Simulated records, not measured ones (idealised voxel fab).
voxel self aligned contacts: a process module
In the cross-section labelled cut, the width is 225 nm and each square cell is 5 nm.
For the purposes of this document, a cross-section shall be understood as a grid of square cells, specified as bands listed in top-to-bottom order, each band consisting of one or more rows of cells. It is stipulated that each band's entry specify, in nanometres, the height of the top of the band and then that of its bottom, followed by the materials of the band in left-to-right sequence, each together with its width in nanometres. A single material marked by the word "all across" is understood to fill the band from edge to edge; the word "air" is understood to denote empty space. The level at which height equals 0 is the one under which the wafer, as it arrives, is entirely one material. No lower edge exists for the bottom band, which continues downward and is notated as in "from 0 down". It should be noted that a width expressed as "30->40" varies in equal increments from row to row of cells within the band, taking the value of the first number at the top row and that of the second number at the bottom row. You'll sometimes find "same as before" written for a step, and that's the way of saying that nowhere in the cross-section did a cell change during that step. So "Catalogued sealed voids" is basically the list of trapped voids: any empty space of 8 cells or more that can't reach the top through an opening. They're written width x height at distance, the distance being from the left edge, and it's all nm. What comes after the settings on a step's line is commentary from the simulator itself on that step. overlay nm: step with mask; distance mask lay right of planned place; negative value = left of planned place.

**Below is the list of planned process steps**
1,RECEIVE, material Si
2,OXIDIZE, depth nm 5
3,DIRECTIONAL_DEP, material polySi, thk nm 30
4,DIRECTIONAL_DEP, material SiN, thk nm 15
5,MASKED_ETCH, tone cover, mask id GATE, width nm 30, pitch nm 55, etch materials SiN, depth nm 15, overlay nm 0
6,MASKED_ETCH, tone cover, mask id GATE, width nm 30, pitch nm 55, etch materials polySi, depth nm 30, overlay nm 0
7,CONFORMAL_DEP, material SiN, thk nm 5
8,DIRECTIONAL_ETCH, etch materials SiN, depth nm 5
9,FILL_DEP, material SiO2, thk nm 20
10,CMP, height nm 55
11,MASKED_ETCH, tone open, mask id CONTACT, width nm 35, pitch nm 55, etch materials SiO2, depth nm 60, overlay nm 0
12,CONFORMAL_DEP, material TiN, thk nm 5
13,FILL_DEP, material W, thk nm 10
14,CMP, height nm 55
15,CONFORMAL_DEP, material SiN, thk nm 5

**Cross-section of the wafer upon arrival, representing the state reached after step 1**
from 0 down: Si all across
Catalogued sealed voids: none

**What the wafer looks like in cross-section after this module, when it starts as shown above and follows the plan above but one mistake is made in running it**
from 60 to 55: SiN all across
from 55 to 45: SiO2 65, TiN 5->15, W 25->5, TiN 5->15, SiO2 20, TiN 5->15, W 25->5, TiN 5->15, SiO2 70
from 45 to 30: SiO2 35, SiN 40, TiN 5, W 5, TiN 5, SiN 40, TiN 5, W 5, TiN 5, SiN 40, SiO2 40
from 30 to 10: SiO2 35, SiN 5, polySi 30, SiN 5, TiN 5, W 5, TiN 5, SiN 5, polySi 30, SiN 5, TiN 5, W 5, TiN 5, SiN 5, polySi 30, SiN 5, SiO2 40
from 10 to 5: SiO2 35, SiN 5, polySi 30, SiN 5, TiN 15, SiN 5, polySi 30, SiN 5, TiN 15, SiN 5, polySi 30, SiN 5, SiO2 40
from 5 to 0: SiN 40, polySi 30, SiN 25, polySi 30, SiN 25, polySi 30, SiN 45
from 0 to -5: SiO2 all across
from -5 down: Si all across
Catalogued sealed voids: none
The plan and the run diverged here: steps 7 and 8 run out of order (swapped)
